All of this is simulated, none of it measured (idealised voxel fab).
This is a process module. Its name is voxel capacitor over wiring.
Square cell edge 5 nm, section width 300 nm, ID cut.
Bands, listed from the top down, are how a cross-section gets written in this document; the cross-section itself is a grid of square cells, and a band is one or more rows of them. Top, bottom (nm), then materials left to right with widths (nm); lone material tagged "full width" fills the whole band edge to edge; "blank" = empty space. Heights are expressed relative to 0, this being the level below which the as-received wafer comprises one material exclusively. The lowest band is unbounded in the downward direction and is denoted as in "0..down". The expression "30..40" gives the width at the extremes of the band, the first number at its top row of cells and the second at its bottom row, with the width changing by equal amounts from each row to the next in between. It should be understood that the words "everything unchanged", when stated for a given step, signify that the cross-section underwent no change in any of its cells during that step. Heads up: "Trapped void list" only lists the empty pockets with no open path to the top that are 8 cells or more, and it writes them as width x height at distance, distance from the left edge, in nm. Note: text after step settings on the step line = simulator remark on that step. The setting "overlay nm" may be written on the line of a step. When the step uses a mask, the value reports how far to the right of the planned place the mask lay, and a negative value reports that it lay to the left.

**Planned step list for the process**
1. RECEIVE | material Si
2. CONFORMAL_DEP | material SiO2 | thk nm 5
3. DIRECTIONAL_DEP | material TiN | thk nm 5
4. DIRECTIONAL_DEP | material W | thk nm 20
5. PATTERN | tone cover | mask id METAL_1 | material resist | width nm 25 | pitch nm 75 | thk nm 20 | overlay nm 0
6. DIRECTIONAL_ETCH | etch materials W | depth nm 20
7. DIRECTIONAL_ETCH | etch materials TiN | depth nm 5
8. STRIP | etch materials resist
9. CONFORMAL_DEP | material SiN | thk nm 5
10. FILL_DEP | material lowk | thk nm 10
11. CMP | height nm 40
12. CONFORMAL_DEP | material SiCN | thk nm 5
13. DIRECTIONAL_DEP | material SiO2 | thk nm 20
14. MASKED_ETCH | tone open | mask id PLUG_1 | width nm 15 | etch materials SiO2 | depth nm 20 | overlay nm 0
15. MASKED_ETCH | tone open | mask id PLUG_1 | width nm 15 | etch materials SiCN | depth nm 5 | overlay nm 0
16. EPI | material Ru | thk nm 10
17. EPI | material Ru | thk nm 10
18. EPI | material Ru | thk nm 5
19. DIRECTIONAL_DEP | material TiN | thk nm 10
20. DIRECTIONAL_DEP | material HfO2 | thk nm 5
21. DIRECTIONAL_DEP | material TiN | thk nm 10
22. MASKED_ETCH | tone cover | mask id UPPER_PLATE | width nm 55 | etch materials TiN | depth nm 10 | overlay nm 0
23. MASKED_ETCH | tone cover | mask id UPPER_PLATE | width nm 55 | etch materials HfO2 | depth nm 5 | overlay nm 0
24. DIRECTIONAL_DEP | material aC | thk nm 15
25. PATTERN | tone cover | mask id LOWER_PLATE | material resist | width nm 65 | thk nm 35 | overlay nm 0
26. DIRECTIONAL_ETCH | etch materials aC | depth nm 15
27. STRIP | etch materials resist
28. DIRECTIONAL_ETCH | etch materials TiN | depth nm 10
29. STRIP | etch materials aC
30. FILL_DEP | material SiO2 | thk nm 20
31. CMP | height nm 105
32. DIRECTIONAL_DEP | material aC | thk nm 10
33. PATTERN | tone open | mask id PLUG_2 | material resist | width nm 15 | thk nm 25 | overlay nm 0
34. DIRECTIONAL_ETCH | etch materials aC | depth nm 10
35. STRIP | etch materials resist
36. DIRECTIONAL_ETCH | etch materials SiO2 | depth nm 15
37. STRIP | etch materials aC
38. CONFORMAL_DEP | material TiN | thk nm 5
39. FILL_DEP | material W | thk nm 5
40. CMP | height nm 105
41. CONFORMAL_DEP | material SiCN | thk nm 5
Same starting wafers, different thk nm at step 2. Plan value belongs to the first wafer.

**First of several wafers (as received, post step 1), cross-sectional view**
	0..down | Si full width
	Trapped void list: none

**End of module: cross-section of the first of several wafers after step 41, the last step**
	110..105 | SiCN full width
	105..95 | SiO2 (120) / TiN (5) / W (5) / TiN (5) / SiO2 (165)
	95..90 | SiO2 (120) / TiN (15) / SiO2 (165)
	90..80 | SiO2 (125) / TiN (40) / SiO2 (135)
	80..75 | SiO2 (125) / HfO2 (40) / SiO2 (135)
	75..65 | SiO2 (105) / TiN (5) / SiO2 (15) / TiN (45) / SiO2 (130)
	65..55 | SiO2 (110) / TiN (15) / SiO2 (175)
	55..50 | SiO2 (110) / HfO2 (15) / SiO2 (175)
	50..45 | SiO2 (110) / TiN (15) / SiO2 (175)
	45..40 | SiCN (110) / TiN (15) / SiCN (175)
	40..35 | lowk full width
	35..30 | lowk (95) / SiN (35) / lowk (40) / SiN (35) / lowk (95)
	30..10 | lowk (95) / SiN (5) / W (25) / SiN (5) / lowk (40) / SiN (5) / W (25) / SiN (5) / lowk (95)
	10..5 | SiN (100) / TiN (25) / SiN (50) / TiN (25) / SiN (100)
	5..0 | SiO2 full width
	0..down | Si full width
	Trapped void list: none

**Cross-section of the final wafer among several, taken at the end of the module**
	110..105 | SiCN full width
	105..95 | SiO2 (120) / TiN (5) / W (5) / TiN (5) / SiO2 (165)
	95..90 | SiO2 (120) / TiN (15) / SiO2 (165)
	90..80 | SiO2 (110) / TiN (55) / SiO2 (135)
	80..75 | SiO2 (110) / HfO2 (55) / SiO2 (135)
	75..65 | SiO2 (105) / TiN (65) / SiO2 (130)
	65..45 | SiO2 (110) / Ru (15) / SiO2 (175)
	45..40 | SiCN (110) / Ru (15) / SiCN (175)
	40..35 | lowk (95) / SiN (5) / W (25) / SiN (5) / lowk (40) / SiN (5) / W (25) / SiN (5) / lowk (95)
	35..30 | SiN (100) / TiN (25) / SiN (50) / TiN (25) / SiN (100)
	30..0 | SiO2 full width
	0..down | Si full width
	Trapped void list: none

**Basically each wafer gets a line in the table, showing it at the end of the module: material by material, the cells it gained (+) or lost (-) since we got it, then its closed voids**
thk nm 5 | +11 HfO2 | +117 SiCN | +80 SiN | +715 SiO2 | +65 TiN | +42 W | +290 lowk | Trapped void list: none
thk nm 10 | +11 HfO2 | +117 SiCN | +80 SiN | +775 SiO2 | +65 TiN | +42 W | +230 lowk | Trapped void list: none
thk nm 15 | +11 HfO2 | +15 Ru | +117 SiCN | +66 SiN | +820 SiO2 | +65 TiN | +42 W | +184 lowk | Trapped void list: none
thk nm 20 | +11 HfO2 | +15 Ru | +117 SiCN | +62 SiN | +880 SiO2 | +65 TiN | +32 W | +138 lowk | Trapped void list: none
thk nm 25 | +11 HfO2 | +15 Ru | +117 SiCN | +58 SiN | +940 SiO2 | +65 TiN | +22 W | +92 lowk | Trapped void list: none
thk nm 30 | +11 HfO2 | +15 Ru | +117 SiCN | +54 SiN | +1000 SiO2 | +65 TiN | +12 W | +46 lowk | Trapped void list: none
